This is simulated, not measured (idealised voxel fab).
This section sets out a process module, namely voxel gate over fins.
cross-section cut | 280 nm wide | cells 5 nm
A cross-section is written here as square cells arranged in a grid, and it is given in bands from the top down, each band taking up one or more rows of cells. Band: top height; bottom height; in nm. Then, left to right: material with width in nm, for each material. "everywhere": a single material spanning edge to edge. "blank": empty space. Zero point of the height axis is 0; under it, received wafer = one material. Lowest band: continues down indefinitely, "0 down". With a width like "30..40", each row of cells in the band differs from the next by the same amount, the top row carrying the first number and the bottom row the second. A step reported as "everything unchanged" is a step in which no cell of the cross-section changed. "Sealed internal voids" means: voids of 8 cells or more that are shut off from the top with no open way through. Written width x height at distance, distance from the left edge, in nm. It should be noted that, on the line of a given step, the content following the step's settings is a remark produced by the simulator itself with respect to that step. Regarding "overlay nm": on a step with a mask, it is the distance the mask lay to the right of its planned place; a negative value places it to the left.
## Set out below are the planned steps of the process
| 1 | RECEIVE: material Si |
| 2 | CONFORMAL_DEP: material SiN, thk nm 5 |
| 3 | MASKED_ETCH: tone cover, mask id FINS, width nm 15, pitch nm 45, etch materials SiN, depth nm 5, overlay nm 0 |
| 4 | MASKED_ETCH: tone cover, mask id FINS, width nm 15, pitch nm 45, etch materials Si, depth nm 30, overlay nm 0 |
| 5 | FILL_DEP: material SiO2, thk nm 15 |
| 6 | CMP: height nm 5 |
| 7 | SELECTIVE_ETCH: etch materials SiO2, depth nm 15 |
| 8 | STRIP: etch materials SiN |
| 9 | CONFORMAL_DEP: material HfO2, thk nm 5 |
| 10 | CONFORMAL_DEP: material TiN, thk nm 5 |
| 11 | FILL_DEP: material W, thk nm 10 |
| 12 | CMP: height nm 15 |
| 13 | CONFORMAL_DEP: material SiCN, thk nm 5 |
## First of two wafers, with the run carried out as planned
## Received-state cross-section, reflecting completion of step 1
	0 down: Si everywhere
	Sealed internal voids: none
## Presented here is a cross-section of the wafer after step 2 has been performed
	5 to 0: SiN everywhere
	Heights below 0 show no change.
## Presented here is a cross-section of the wafer after step 3 has been performed
	5 to 0: 65 nm blank, 15 nm SiN, 30 nm blank, 15 nm SiN, 30 nm blank, 15 nm SiN, 30 nm blank, 15 nm SiN, 65 nm blank
	Heights below 0 show no change.
## Presented here is a cross-section of the wafer after step 4 has been performed
	5 to 0: 65 nm blank, 15 nm SiN, 30 nm blank, 15 nm SiN, 30 nm blank, 15 nm SiN, 30 nm blank, 15 nm SiN, 65 nm blank
	0 to -30: 65 nm blank, 15 nm Si, 30 nm blank, 15 nm Si, 30 nm blank, 15 nm Si, 30 nm blank, 15 nm Si, 65 nm blank
	Heights below -30 show no change.
## Presented here is a cross-section of the wafer after step 5 has been performed
	20 to 5: SiO2 everywhere
	5 to 0: 65 nm SiO2, 15 nm SiN, 30 nm SiO2, 15 nm SiN, 30 nm SiO2, 15 nm SiN, 30 nm SiO2, 15 nm SiN, 65 nm SiO2
	0 to -30: 65 nm SiO2, 15 nm Si, 30 nm SiO2, 15 nm Si, 30 nm SiO2, 15 nm Si, 30 nm SiO2, 15 nm Si, 65 nm SiO2
	Heights below -30 show no change.
## Presented here is a cross-section of the wafer after step 6 has been performed
	5 to 0: 65 nm SiO2, 15 nm SiN, 30 nm SiO2, 15 nm SiN, 30 nm SiO2, 15 nm SiN, 30 nm SiO2, 15 nm SiN, 65 nm SiO2
	Heights below 0 show no change.
## Presented here is a cross-section of the wafer after step 7 has been performed
	5 to 0: 65 nm blank, 15 nm SiN, 30 nm blank, 15 nm SiN, 30 nm blank, 15 nm SiN, 30 nm blank, 15 nm SiN, 65 nm blank
	0 to -10: 65 nm blank, 15 nm Si, 30 nm blank, 15 nm Si, 30 nm blank, 15 nm Si, 30 nm blank, 15 nm Si, 65 nm blank
	Heights below -10 show no change.
## Presented here is a cross-section of the wafer after step 8 has been performed
	0 to -10: 65 nm blank, 15 nm Si, 30 nm blank, 15 nm Si, 30 nm blank, 15 nm Si, 30 nm blank, 15 nm Si, 65 nm blank
	Heights below -10 show no change.
## Presented here is a cross-section of the wafer after step 9 has been performed
	5 to 0: 60 nm blank, 25 nm HfO2, 20 nm blank, 25 nm HfO2, 20 nm blank, 25 nm HfO2, 20 nm blank, 25 nm HfO2, 60 nm blank
	0 to -5: 60 nm blank, 5 nm HfO2, 15 nm Si, 5 nm HfO2, 20 nm blank, 5 nm HfO2, 15 nm Si, 5 nm HfO2, 20 nm blank, 5 nm HfO2, 15 nm Si, 5 nm HfO2, 20 nm blank, 5 nm HfO2, 15 nm Si, 5 nm HfO2, 60 nm blank
	-5 to -10: 65 nm HfO2, 15 nm Si, 30 nm HfO2, 15 nm Si, 30 nm HfO2, 15 nm Si, 30 nm HfO2, 15 nm Si, 65 nm HfO2
	Heights below -10 show no change.
## Presented here is a cross-section of the wafer after step 10 has been performed
	10 to 5: 55 nm blank, 35 nm TiN, 10 nm blank, 35 nm TiN, 10 nm blank, 35 nm TiN, 10 nm blank, 35 nm TiN, 55 nm blank
	5 to 0: 55 nm blank, 5 nm TiN, 25 nm HfO2, 5 nm TiN, 10 nm blank, 5 nm TiN, 25 nm HfO2, 5 nm TiN, 10 nm blank, 5 nm TiN, 25 nm HfO2, 5 nm TiN, 10 nm blank, 5 nm TiN, 25 nm HfO2, 5 nm TiN, 55 nm blank
	0 to -5: 60 nm TiN, 5 nm HfO2, 15 nm Si, 5 nm HfO2, 20 nm TiN, 5 nm HfO2, 15 nm Si, 5 nm HfO2, 20 nm TiN, 5 nm HfO2, 15 nm Si, 5 nm HfO2, 20 nm TiN, 5 nm HfO2, 15 nm Si, 5 nm HfO2, 60 nm TiN
	Heights below -5 show no change.
## Presented here is a cross-section of the wafer after step 11 has been performed
	20 to 10: W everywhere
	10 to 5: 55 nm W, 35 nm TiN, 10 nm W, 35 nm TiN, 10 nm W, 35 nm TiN, 10 nm W, 35 nm TiN, 55 nm W
	5 to 0: 55 nm W, 5 nm TiN, 25 nm HfO2, 5 nm TiN, 10 nm W, 5 nm TiN, 25 nm HfO2, 5 nm TiN, 10 nm W, 5 nm TiN, 25 nm HfO2, 5 nm TiN, 10 nm W, 5 nm TiN, 25 nm HfO2, 5 nm TiN, 55 nm W
	Heights below 0 show no change.
## Presented here is a cross-section of the wafer after step 12 has been performed
	15 to 10: W everywhere
	Heights below 10 show no change.
## Presented here is a cross-section of the wafer after step 13 has been performed
	20 to 15: SiCN everywhere
	Heights below 15 show no change.
## The second wafer: identical to the first at the outset and in its planned sequence, differing only in that one mistake was made during processing; up to and including step 8, its path is the first wafer's path
Second wafer shown in cross-section at the time step 9 was slated to end: everything unchanged
## Second wafer shown in cross-section at the time step 10 was slated to end
	5 to 0: 60 nm blank, 25 nm TiN, 20 nm blank, 25 nm TiN, 20 nm blank, 25 nm TiN, 20 nm blank, 25 nm TiN, 60 nm blank
	0 to -5: 60 nm blank, 5 nm TiN, 15 nm Si, 5 nm TiN, 20 nm blank, 5 nm TiN, 15 nm Si, 5 nm TiN, 20 nm blank, 5 nm TiN, 15 nm Si, 5 nm TiN, 20 nm blank, 5 nm TiN, 15 nm Si, 5 nm TiN, 60 nm blank
	-5 to -10: 65 nm TiN, 15 nm Si, 30 nm TiN, 15 nm Si, 30 nm TiN, 15 nm Si, 30 nm TiN, 15 nm Si, 65 nm TiN
	Heights below -10 show no change.
## Second wafer shown in cross-section at the time step 11 was slated to end
	15 to 5: W everywhere
	5 to 0: 60 nm W, 25 nm TiN, 20 nm W, 25 nm TiN, 20 nm W, 25 nm TiN, 20 nm W, 25 nm TiN, 60 nm W
	0 to -5: 60 nm W, 5 nm TiN, 15 nm Si, 5 nm TiN, 20 nm W, 5 nm TiN, 15 nm Si, 5 nm TiN, 20 nm W, 5 nm TiN, 15 nm Si, 5 nm TiN, 20 nm W, 5 nm TiN, 15 nm Si, 5 nm TiN, 60 nm W
	Heights below -5 show no change.
Second wafer shown in cross-section at the time step 12 was slated to end: everything unchanged
## Second wafer shown in cross-section at the time step 13 was slated to end
	20 to 15: SiCN everywhere
	Heights below 15 show no change.
What went wrong in running the wafer? it should be noted that step 9 of the plan was omitted and was not performed
Once processing is complete, comparing cell counts shows that the second wafer has more or fewer of certain materials than the first: -72 HfO2, +72 W
